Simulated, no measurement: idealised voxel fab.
The process module that follows is named voxel gate over fins.
Cross-section cut spans 255 nm and uses square cells 5 nm in size.
Think of the cross-section as a grid of square cells. We describe it in bands, top to bottom, and each band covers one or more rows of those cells.
For a band, the entry starts with two heights in nm, that of the top and then that of the bottom, and carries on with the band's materials in order from left to right, each alongside its width in nm; the word "throughout" beside a single material means it fills the band edge to edge, and "blank" means empty space.
A quick word on heights: they are counted from 0, and under that level the wafer as it came to us is one material throughout. The lowest band is different from the rest in having no bottom; it simply continues downward, written as in "from 0 down".
Width: "30 to 40" (first number = top row, second number = bottom row, same change from row to row of cells).
Take "nothing got changed" at face value: in the step it is given for, the cross-section changed in none of its cells.
In the "Cavities, closed" entry, you get each enclosed empty space of 8 cells or more, one with no open way to the top, written width x height at distance, distance from the left edge, in nm.
Past the settings on a step's line: simulator remark, on that step.
"overlay nm", when on a step's line for a step with a mask, measures how far to the right of its planned place the mask lay; a negative measure means to the left.

-- The planned process steps are enumerated hereunder
1. RECEIVE with material Si
2. CONFORMAL_DEP with material SiN, thk nm 10
3. PATTERN with tone cover, mask id FINS, material resist, width nm 15, pitch nm 35, thk nm 15, overlay nm 0
4. DIRECTIONAL_ETCH with etch materials SiN, depth nm 10
5. DIRECTIONAL_ETCH with etch materials Si, depth nm 30
6. STRIP with etch materials resist
7. FILL_DEP with material SiO2, thk nm 5
8. CMP with height nm 10
9. SELECTIVE_ETCH with etch materials SiO2, depth nm 25
10. STRIP with etch materials SiN
11. CONFORMAL_DEP with material HfO2, thk nm 5
12. CONFORMAL_DEP with material TiN, thk nm 5
13. CONFORMAL_DEP with material TiAl, thk nm 5
14. CONFORMAL_DEP with material TiN, thk nm 5
15. FILL_DEP with material W, thk nm 15
16. CMP with height nm 30
17. CONFORMAL_DEP with material SiN, thk nm 10

-- Cross-sectional view of the wafer in its as-received condition, corresponding to the state after step 1
from 0 down: Si throughout
Cavities, closed: none

-- End-of-module cross-section of the first of two wafers, processed as planned
from 40 to 30: SiN throughout
from 30 to 20: W throughout
from 20 to 15: 45 W, 160 TiN, 50 W
from 15 to 10: 45 W, 5 TiN, 150 TiAl, 5 TiN, 50 W
from 10 to 5: 45 W, 5 TiN, 5 TiAl, 140 TiN, 5 TiAl, 5 TiN, 50 W
from 5 to 0: 50 TiN, 5 TiAl, 5 TiN, 25 HfO2, 10 TiN, 25 HfO2, 10 TiN, 25 HfO2, 10 TiN, 25 HfO2, 5 TiN, 5 TiAl, 55 TiN
from 0 to -5: 55 TiAl, 5 TiN, 5 HfO2, 15 Si, 5 HfO2, 10 TiN, 5 HfO2, 15 Si, 5 HfO2, 10 TiN, 5 HfO2, 15 Si, 5 HfO2, 10 TiN, 5 HfO2, 15 Si, 5 HfO2, 5 TiN, 60 TiAl
from -5 to -10: 60 TiN, 5 HfO2, 15 Si, 5 HfO2, 10 TiN, 5 HfO2, 15 Si, 5 HfO2, 10 TiN, 5 HfO2, 15 Si, 5 HfO2, 10 TiN, 5 HfO2, 15 Si, 5 HfO2, 65 TiN
from -10 to -15: 65 HfO2, 15 Si, 20 HfO2, 15 Si, 20 HfO2, 15 Si, 20 HfO2, 15 Si, 70 HfO2
from -15 to -30: 65 SiO2, 15 Si, 20 SiO2, 15 Si, 20 SiO2, 15 Si, 20 SiO2, 15 Si, 70 SiO2
from -30 down: Si throughout
Cavities, closed: none

-- Now the second wafer, cross-sectioned at the end of the module. Nothing different at the start, nothing different in the plan compared with the first, just one mistake when it was actually run
from 40 to 30: SiN throughout
from 30 to 15: W throughout
from 15 to 5: 50 W, 150 TiN, 55 W
from 5 to 0: 50 W, 10 TiN, 25 HfO2, 10 TiN, 25 HfO2, 10 TiN, 25 HfO2, 10 TiN, 25 HfO2, 10 TiN, 55 W
from 0 to -10: 60 TiN, 5 HfO2, 15 Si, 5 HfO2, 10 TiN, 5 HfO2, 15 Si, 5 HfO2, 10 TiN, 5 HfO2, 15 Si, 5 HfO2, 10 TiN, 5 HfO2, 15 Si, 5 HfO2, 65 TiN
from -10 to -15: 65 HfO2, 15 Si, 20 HfO2, 15 Si, 20 HfO2, 15 Si, 20 HfO2, 15 Si, 70 HfO2
from -15 to -30: 65 SiO2, 15 Si, 20 SiO2, 15 Si, 20 SiO2, 15 Si, 20 SiO2, 15 Si, 70 SiO2
from -30 down: Si throughout
Cavities, closed: none
In executing the process, a mistake was made relative to the plan: step 13 from the plan never happened, it was just skipped
Final difference in cells, second wafer against first, listed per material as more or fewer: TiAl -57, W +57
